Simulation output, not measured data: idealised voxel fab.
The process module that follows is named voxel transistor to metal.
It is cross-section cut that appears here, measuring 200 nm in width, its square cells being 5 nm in size.
In this document a cross-section is written as a grid of square cells. It is given as a series of bands, listed from the top down, and a band is one or more rows of cells. For a band, the entry starts with two heights in nm, that of the top and then that of the bottom, and carries on with the band's materials in order from left to right, each alongside its width in nm; the word "everywhere" beside a single material means it fills the band edge to edge, and "air" means empty space. Heights are measured from 0, the level below which the as-received wafer is all one material; the lowest band has no bottom and continues downward, written as in "0 and below". Think of "30..40" as a width that walks from the first number to the second as you go down the band, top row to bottom row, taking equal-sized steps from row to row. Reading "nothing changed" for a step: not a cell of the cross-section changed in it. For the entry "Unvented voids", the listed items are empty spaces with no open way to the top whose size is 8 cells or more; each item follows the pattern width x height at distance, where distance is from the left edge and all three are in nm. The remark found on a step's line after its settings is issued by the simulator itself and pertains to that step. The line of a step may include "overlay nm". On a step with a mask, this value is how far to the right of its planned place the mask lay. A negative value means the mask lay to the left.
Here's what the planned process steps look like
step 1: RECEIVE [material Si]
step 2: CONFORMAL_DEP [material SiO2] [thk nm 5]
step 3: CONFORMAL_DEP [material SiN] [thk nm 10]
step 4: MASKED_ETCH [tone cover] [mask id ACTIVE] [width nm 125] [etch materials SiN] [depth nm 10] [overlay nm 0]
step 5: MASKED_ETCH [tone cover] [mask id ACTIVE] [width nm 135] [etch materials SiO2] [depth nm 5] [overlay nm 0]
step 6: MASKED_ETCH [tone cover] [mask id ACTIVE] [width nm 135] [etch materials Si] [depth nm 35] [overlay nm 0]
step 7: OXIDIZE [depth nm 5]
step 8: FILL_DEP [material SiO2] [thk nm 10]
step 9: CMP [height nm 15]
step 10: SELECTIVE_ETCH [etch materials SiO2] [depth nm 5]
step 11: STRIP [etch materials SiN]
step 12: SELECTIVE_ETCH [etch materials SiO2] [depth nm 5]
step 13: OXIDIZE [depth nm 5]
step 14: DIRECTIONAL_DEP [material polySi] [thk nm 30]
step 15: DIRECTIONAL_DEP [material SiCN] [thk nm 15]
step 16: DIRECTIONAL_DEP [material aC] [thk nm 15]
step 17: PATTERN [tone cover] [mask id GATE] [material resist] [width nm 35] [thk nm 35] [overlay nm 0]
step 18: DIRECTIONAL_ETCH [etch materials aC] [depth nm 15]
step 19: STRIP [etch materials resist]
step 20: DIRECTIONAL_ETCH [etch materials SiCN] [depth nm 25]
step 21: DIRECTIONAL_ETCH [etch materials polySi] [depth nm 40]
step 22: STRIP [etch materials aC]
step 23: CONFORMAL_DEP [material SiO2] [thk nm 5]
step 24: DIRECTIONAL_ETCH [etch materials SiO2] [depth nm 5]
step 25: CONFORMAL_DEP [material SiN] [thk nm 10]
step 26: DIRECTIONAL_ETCH [etch materials SiN] [depth nm 10]
step 27: DIRECTIONAL_ETCH [etch materials SiO2] [depth nm 5]
step 28: DIRECTIONAL_ETCH [etch materials Si] [depth nm 5]
step 29: EPI [material pSi] [thk nm 5]
step 30: FILL_DEP [material SiO2] [thk nm 5]
step 31: CMP [height nm 30]
step 32: STRIP [etch materials polySi]
step 33: SELECTIVE_ETCH [etch materials SiO2] [depth nm 5]
step 34: CONFORMAL_DEP [material HfO2] [thk nm 5]
step 35: CONFORMAL_DEP [material TiN] [thk nm 5]
step 36: FILL_DEP [material W] [thk nm 5]
step 37: CMP [height nm 25]
step 38: DIRECTIONAL_DEP [material SiO2] [thk nm 10]
step 39: PATTERN [tone open] [mask id CONTACT] [material resist] [width nm 20] [pitch nm 95] [thk nm 15] [overlay nm 0]
step 40: DIRECTIONAL_ETCH [etch materials SiO2] [depth nm 40]
step 41: STRIP [etch materials resist]
step 42: CONFORMAL_DEP [material TiN] [thk nm 5]
step 43: FILL_DEP [material W] [thk nm 10]
step 44: CMP [height nm 35]
step 45: DIRECTIONAL_DEP [material TiN] [thk nm 5]
step 46: DIRECTIONAL_DEP [material Ru] [thk nm 15]
step 47: MASKED_ETCH [tone cover] [mask id METAL_1] [width nm 20] [pitch nm 95] [etch materials Ru] [depth nm 15] [overlay nm 0]
step 48: MASKED_ETCH [tone cover] [mask id METAL_1] [width nm 20] [pitch nm 95] [etch materials TiN] [depth nm 5] [overlay nm 0]
step 49: CONFORMAL_DEP [material SiN] [thk nm 5]
step 50: FILL_DEP [material lowk] [thk nm 5]
step 51: CMP [height nm 55]
step 52: CONFORMAL_DEP [material SiCN] [thk nm 5]
Same starting wafers, different width nm at step 4. Plan value belongs to the first wafer.
After step 1, as received: first of several wafers, cross-section
* 0 and below = Si everywhere
* Unvented voids: none
Here is the cross-section of the first of several wafers at the end of the module, after its last step, step 52
* 60 down to 55 = SiCN everywhere
* 55 down to 40 = lowk 35 nm  SiN 5 nm  Ru 20 nm  SiN 5 nm  lowk 65 nm  SiN 5 nm  Ru 20 nm  SiN 5 nm  lowk 40 nm
* 40 down to 35 = SiN 40 nm  TiN 20 nm  SiN 75 nm  TiN 20 nm  SiN 45 nm
* 35 down to 25 = SiO2 40 nm  TiN 5 nm  W 10 nm  TiN 5 nm  SiO2 75 nm  TiN 5 nm  W 10 nm  TiN 5 nm  SiO2 45 nm
* 25 down to 10 = SiO2 40 nm  TiN 5 nm  W 10 nm  TiN 5 nm  SiO2 5 nm  SiN 10 nm  HfO2 5 nm  TiN 5 nm  W 25 nm  TiN 5 nm  HfO2 5 nm  SiN 10 nm  SiO2 5 nm  TiN 5 nm  W 10 nm  TiN 5 nm  SiO2 45 nm
* 10 down to 5 = SiO2 40 nm  TiN 10 nm  W 5 nm  TiN 5 nm  SiO2 5 nm  SiN 10 nm  HfO2 5 nm  TiN 5 nm  W 25 nm  TiN 5 nm  HfO2 5 nm  SiN 10 nm  SiO2 5 nm  TiN 5 nm  W 5 nm  TiN 10 nm  SiO2 45 nm
* 5 down to 0 = SiO2 35 nm  SiN 10 nm  TiN 15 nm  SiO2 5 nm  SiN 10 nm  HfO2 5 nm  TiN 35 nm  HfO2 5 nm  SiN 10 nm  SiO2 5 nm  TiN 15 nm  SiN 10 nm  SiO2 40 nm
* 0 down to -5 = SiO2 45 nm  pSi 5 nm  TiN 10 nm  pSi 5 nm  SiO2 10 nm  HfO2 45 nm  SiO2 10 nm  pSi 5 nm  TiN 10 nm  pSi 5 nm  SiO2 50 nm
* -5 down to -10 = SiO2 35 nm  Si 10 nm  pSi 20 nm  Si 65 nm  pSi 20 nm  Si 10 nm  SiO2 40 nm
* -10 down to -40 = SiO2 35 nm  Si 125 nm  SiO2 40 nm
* -40 and below = Si everywhere
* Unvented voids: none
Final wafer cross-section at module end
* 60 down to 55 = SiCN everywhere
* 55 down to 40 = lowk 35 nm  SiN 5 nm  Ru 20 nm  SiN 5 nm  lowk 65 nm  SiN 5 nm  Ru 20 nm  SiN 5 nm  lowk 40 nm
* 40 down to 35 = SiN 40 nm  TiN 20 nm  SiN 75 nm  TiN 20 nm  SiN 45 nm
* 35 down to 25 = SiO2 40 nm  TiN 5 nm  W 10 nm  TiN 5 nm  SiO2 75 nm  TiN 5 nm  W 10 nm  TiN 5 nm  SiO2 45 nm
* 25 down to 5 = SiO2 40 nm  TiN 5 nm  W 10 nm  TiN 5 nm  SiO2 5 nm  SiN 10 nm  HfO2 5 nm  TiN 5 nm  W 25 nm  TiN 5 nm  HfO2 5 nm  SiN 10 nm  SiO2 5 nm  TiN 5 nm  W 10 nm  TiN 5 nm  SiO2 45 nm
* 5 down to 0 = SiO2 25 nm  SiN 10 nm  SiO2 5 nm  TiN 5 nm  W 10 nm  TiN 5 nm  SiO2 5 nm  SiN 10 nm  HfO2 5 nm  TiN 35 nm  HfO2 5 nm  SiN 10 nm  SiO2 5 nm  TiN 5 nm  W 10 nm  TiN 5 nm  SiO2 10 nm  SiN 10 nm  SiO2 25 nm
* 0 down to -5 = SiO2 35 nm  pSi 5 nm  TiN 20 nm  pSi 5 nm  SiO2 10 nm  HfO2 45 nm  SiO2 10 nm  pSi 5 nm  TiN 20 nm  SiO2 5 nm  pSi 5 nm  SiO2 35 nm
* -5 down to -10 = SiO2 30 nm  Si 5 nm  pSi 30 nm  Si 65 nm  pSi 35 nm  Si 5 nm  SiO2 30 nm
* -10 down to -40 = SiO2 30 nm  Si 140 nm  SiO2 30 nm
* -40 and below = Si everywhere
* Unvented voids: none
Each wafer at the end: cells of each material gained (+) or lost (-) since it was received, then its closed voids
width nm 125, +19 HfO2, +24 Ru, -153 Si, +40 SiCN, +68 SiN, +285 SiO2, +59 TiN, +42 W, +84 lowk, +12 pSi, Unvented voids: none
width nm 130, +19 HfO2, +24 Ru, -154 Si, +40 SiCN, +68 SiN, +283 SiO2, +59 TiN, +44 W, +84 lowk, +13 pSi, Unvented voids: none
width nm 135, +19 HfO2, +24 Ru, -155 Si, +40 SiCN, +68 SiN, +281 SiO2, +59 TiN, +46 W, +84 lowk, +14 pSi, Unvented voids: none
width nm 140, +19 HfO2, +24 Ru, -149 Si, +40 SiCN, +68 SiN, +273 SiO2, +59 TiN, +47 W, +84 lowk, +15 pSi, Unvented voids: none
width nm 145, +19 HfO2, +24 Ru, -143 Si, +40 SiCN, +68 SiN, +265 SiO2, +59 TiN, +48 W, +84 lowk, +16 pSi, Unvented voids: none
width nm 150, +19 HfO2, +24 Ru, -137 Si, +40 SiCN, +68 SiN, +258 SiO2, +59 TiN, +48 W, +84 lowk, +17 pSi, Unvented voids: none
